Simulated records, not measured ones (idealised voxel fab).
Name of the process module below: voxel self aligned vias
265 nm wide, 5 nm square cells: that's cross-section cut.
In what follows, cross-sections appear as grids of square cells, described through bands that run from the top down, where every band is one or more rows of cells.
The entry gives the band's vertical extent as a top height and a bottom height in nm, then its horizontal make-up as materials from left to right, each with a width in nm. "empty" stands for empty space; a single material marked "full width" fills the band edge to edge.
All heights in this document are referenced to 0, defined as the level beneath which the wafer, as received, consists entirely of one material. The lowest band is not bounded below; it extends indefinitely downward and is written in the form "0 down".
You'd read "30 to 40" like this: the band's top row of cells is as wide as the first number, its bottom row is as wide as the second, and going down, every row changes width by the same amount as the row before did.
Given "no alterations made" for a step, no cell of the cross-section differs between before and after that step.
The entry titled "Sealed voids" provides the empty spaces that have no open way to the top, restricted to those of 8 cells or more. Each is presented as width x height at distance, the distance being measured from the left edge, with all three in nm.
Step line, after settings: the simulator's comment on this step.
overlay nm: on a step with a mask, how far right of its planned place the mask lay; negative means left.
plan
1,RECEIVE (material Si)
2,CONFORMAL_DEP (material SiO2; thk nm 15)
3,CONFORMAL_DEP (material SiCN; thk nm 5)
4,DIRECTIONAL_DEP (material SiO2; thk nm 30)
5,MASKED_ETCH (tone open; mask id LINES; width nm 25; pitch nm 60; etch materials SiO2; depth nm 30; overlay nm 0)
6,CONFORMAL_DEP (material TiN; thk nm 5)
7,FILL_DEP (material W; thk nm 5)
8,CMP (height nm 50)
9,SELECTIVE_ETCH (etch materials W Ru TiN; depth nm 10)
10,FILL_DEP (material SiN; thk nm 10)
11,CMP (height nm 50)
12,DIRECTIONAL_DEP (material SiO2; thk nm 15)
13,MASKED_ETCH (tone open; mask id VIAS; width nm 45; pitch nm 60; etch materials SiO2; depth nm 15; overlay nm 0)
14,MASKED_ETCH (tone open; mask id VIAS; width nm 45; pitch nm 60; etch materials SiN; depth nm 10; overlay nm 0)
15,CONFORMAL_DEP (material TiN; thk nm 5)
16,FILL_DEP (material Ru; thk nm 5)
17,CMP (height nm 65)
18,CONFORMAL_DEP (material SiCN; thk nm 5)
Shown in cross-section is the wafer as received, that is, as it stands after step 1
> 0 down = Si full width
> Sealed voids: none
Starting structure and process plan are as shown above, but one mistake was made in running the module; the wafer cross-section at the end of the module follows
> 70 to 65 = SiCN full width
> 65 to 50 = SiO2 (50), then TiN (5), then Ru (35), then TiN (5), then SiO2 (15), then TiN (5), then Ru (35), then TiN (5), then SiO2 (15), then TiN (5), then Ru (35), then TiN (5), then SiO2 (50)
> 50 to 45 = SiN (50), then TiN (15), then Ru (15), then TiN (15), then SiN (15), then TiN (15), then Ru (15), then TiN (15), then SiN (15), then TiN (15), then Ru (15), then TiN (15), then SiN (50)
> 45 to 40 = SiO2 (60), then TiN (25), then SiO2 (35), then TiN (25), then SiO2 (35), then TiN (25), then SiO2 (60)
> 40 to 20 = SiO2 (60), then TiN (5), then W (15), then TiN (5), then SiO2 (35), then TiN (5), then W (15), then TiN (5), then SiO2 (35), then TiN (5), then W (15), then TiN (5), then SiO2 (60)
> 20 to 15 = SiO2 (60), then TiN (25), then SiO2 (35), then TiN (25), then SiO2 (35), then TiN (25), then SiO2 (60)
> 15 to 0 = SiO2 full width
> 0 down = Si full width
> Sealed voids: none
The plan and the run diverged here: step 3 of the plan never got run, it was skipped over
